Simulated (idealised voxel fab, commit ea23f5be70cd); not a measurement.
Process module heading - voxel ribs on slabs
It is cross-section cut that appears here, measuring 200 nm in width, its square cells being 5 nm in size.
A cross-section in this document is a grid of square cells, and it is written down as bands, the top band listed before the ones below it; a band is made up of one or more rows of cells. Top, bottom (nm), then materials left to right with widths (nm); lone material tagged "edge to edge" fills the whole band edge to edge; "empty" = empty space. Below 0: as-received wafer, all one material; heights counted from there. Lowest band: no bottom, goes on down, written "0 down". The expression "30..40" gives the width at the extremes of the band, the first number at its top row of cells and the second at its bottom row, with the width changing by equal amounts from each row to the next in between. Given "no change occurred" for a step, no cell of the cross-section differs between before and after that step. The entry titled "Sealed void listing" provides the empty spaces that have no open way to the top, restricted to those of 8 cells or more. Each is presented as width x height at distance, the distance being measured from the left edge, with all three in nm. On each step's line, the part that comes after the settings is the simulator's own comment on the step. The "overlay nm" setting may appear on a step's line; for a step that uses a mask, it gives how far to the right of its planned position the mask lay, and a negative value indicates the left.
The following list gives the planned process steps:
1 RECEIVE with material Si
2 DIRECTIONAL_DEP with material SiO2, thk nm 20
3 DIRECTIONAL_DEP with material SiN, thk nm 25
4 PATTERN with tone cover, mask id RIB, material resist, width nm 20, thk nm 20, overlay nm 0
5 DIRECTIONAL_ETCH with etch materials SiN, depth nm 5
6 STRIP with etch materials resist
7 PATTERN with tone cover, mask id SLAB, material resist, width nm 80, thk nm 15, overlay nm 0
8 DIRECTIONAL_ETCH with etch materials SiN, depth nm 20
9 STRIP with etch materials resist
10 FILL_DEP with material SiO2, thk nm 30
11 CMP with height nm 65
12 DIRECTIONAL_DEP with material W, thk nm 10
13 MASKED_ETCH with tone cover, mask id HEATER, width nm 30, etch materials W, depth nm 10, overlay nm 0
14 CONFORMAL_DEP with material SiO2, thk nm 10
First of two wafers - as planned:
Step 1 complete: cross-section of the wafer as received:
> 0 down: Si edge to edge
> Sealed void listing: none
Step 2 done - wafer cross-section:
> 20 to 0: SiO2 edge to edge
> No changes below 0.
Step 3 done - wafer cross-section:
> 45 to 20: SiN edge to edge
> No changes below 20.
Step 4 done - wafer cross-section:
> 65 to 45: 90 nm empty, 20 nm resist, 90 nm empty
> No changes below 45.
Step 5 done - wafer cross-section:
> 65 to 45: 90 nm empty, 20 nm resist, 90 nm empty
> 45 to 40: 90 nm empty, 20 nm SiN, 90 nm empty
> No changes below 40.
Step 6 done - wafer cross-section:
> 45 to 40: 90 nm empty, 20 nm SiN, 90 nm empty
> No changes below 40.
Step 7 done - wafer cross-section:
> 60 to 45: 60 nm empty, 80 nm resist, 60 nm empty
> 45 to 40: 60 nm empty, 30 nm resist, 20 nm SiN, 30 nm resist, 60 nm empty
> No changes below 40.
Step 8 done - wafer cross-section:
> 60 to 45: 60 nm empty, 80 nm resist, 60 nm empty
> 45 to 40: 60 nm empty, 30 nm resist, 20 nm SiN, 30 nm resist, 60 nm empty
> 40 to 20: 60 nm empty, 80 nm SiN, 60 nm empty
> No changes below 20.
Step 9 done - wafer cross-section:
> 45 to 40: 90 nm empty, 20 nm SiN, 90 nm empty
> No changes below 40.
Step 10 done - wafer cross-section:
> 75 to 45: SiO2 edge to edge
> 45 to 40: 90 nm SiO2, 20 nm SiN, 90 nm SiO2
> 40 to 20: 60 nm SiO2, 80 nm SiN, 60 nm SiO2
> No changes below 20.
Step 11 done - wafer cross-section:
> 65 to 45: SiO2 edge to edge
> No changes below 45.
Step 12 done - wafer cross-section:
> 75 to 65: W edge to edge
> No changes below 65.
Step 13 done - wafer cross-section:
> 75 to 65: 85 nm empty, 30 nm W, 85 nm empty
> No changes below 65.
Step 14 done - wafer cross-section:
> 85 to 75: 75 nm empty, 50 nm SiO2, 75 nm empty
> 75 to 65: 85 nm SiO2, 30 nm W, 85 nm SiO2
> No changes below 65.
Second wafer, same starting conditions and recipe as the first, one mistake in executing it, nothing differs from the first up to and including step 9:
X-section, second wafer, when step 10 was due to finish:
> 75 to 20: SiN edge to edge
> No changes below 20.
X-section, second wafer, when step 11 was due to finish:
> 65 to 20: SiN edge to edge
> No changes below 20.
X-section, second wafer, when step 12 was due to finish:
> 75 to 65: W edge to edge
> No changes below 65.
X-section, second wafer, when step 13 was due to finish:
> 75 to 65: 85 nm empty, 30 nm W, 85 nm empty
> No changes below 65.
X-section, second wafer, when step 14 was due to finish:
> 85 to 75: 75 nm empty, 50 nm SiO2, 75 nm empty
> 75 to 65: 85 nm SiO2, 30 nm W, 85 nm SiO2
> No changes below 65.
Want to know what went wrong? step 10 was not run as planned; what actually ran was FILL_DEP with material SiN, thk nm 30
The second wafer ends with more or fewer cells of some materials than the first, per final count: +292 SiN; -292 SiO2
